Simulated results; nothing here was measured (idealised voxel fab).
Process module heading - voxel plated lines
This is section cut - it's 235 nm across, gridded in 5 nm square cells.
Cross-section format: a grid of square cells, given as bands from top to bottom; each band is one or more rows of cells.
It is stipulated that each band's entry specify, in nanometres, the height of the top of the band and then that of its bottom, followed by the materials of the band in left-to-right sequence, each together with its width in nanometres. A single material marked by the word "full width" is understood to fill the band from edge to edge; the word "blank" is understood to denote empty space.
Ref level 0: as-received wafer is one material below here. Bottom band extends down with no lower bound ("0..down").
Width "30 to 40": first value at the band's top row of cells, second value at its bottom row, equal change from row to row.
"stayed the same" means the step left every cell of the cross-section as it was.
"Encapsulated voids" contains a list of empty spaces, each no smaller than 8 cells and without an open way to the top, written in the form width x height at distance with the distance from the left edge and all three in nm.
Where a step's line continues beyond its settings, the continuation is a remark by the simulator itself on that step.
A step's line can hold "overlay nm"; with a mask on that step, the setting says how far right of the planned place the mask lay, while a negative setting says it lay to the left.

**The process steps that were planned are listed below**
1: RECEIVE, material Si
2: CONFORMAL_DEP, material SiO2, thk nm 15
3: DIRECTIONAL_DEP, material TiN, thk nm 5
4: PATTERN, tone open, mask id LINES, material resist, width nm 25, pitch nm 45, thk nm 20, overlay nm -15
5: EPI, material Ru, thk nm 10
6: STRIP, etch materials resist
7: DIRECTIONAL_ETCH, etch materials TiN, depth nm 5
8: CONFORMAL_DEP, material SiO2, thk nm 5
Quick note for whoever runs this: the wafers start identical, but the overlay nm at step 4 isn't the same across them. The plan just shows what the first wafer had.

**After step 1, as received: first of several wafers, cross-section**
  0..down = Si full width
  Encapsulated voids: none

**The table below has one row for each wafer; a row shows, as of the end of the module, how many cells of each material the wafer has gained, marked (+), or lost, marked (-), since it was received, and then the wafer's closed voids**
overlay nm -15, +30 Ru, +206 SiO2, +15 TiN, Encapsulated voids: none
overlay nm -10, +30 Ru, +206 SiO2, +15 TiN, Encapsulated voids: none
overlay nm -5, +30 Ru, +206 SiO2, +15 TiN, Encapsulated voids: none
overlay nm 0, +30 Ru, +206 SiO2, +15 TiN, Encapsulated voids: none
overlay nm 5, +30 Ru, +206 SiO2, +15 TiN, Encapsulated voids: none
overlay nm 10, +30 Ru, +206 SiO2, +15 TiN, Encapsulated voids: none
overlay nm 15, +30 Ru, +206 SiO2, +15 TiN, Encapsulated voids: none
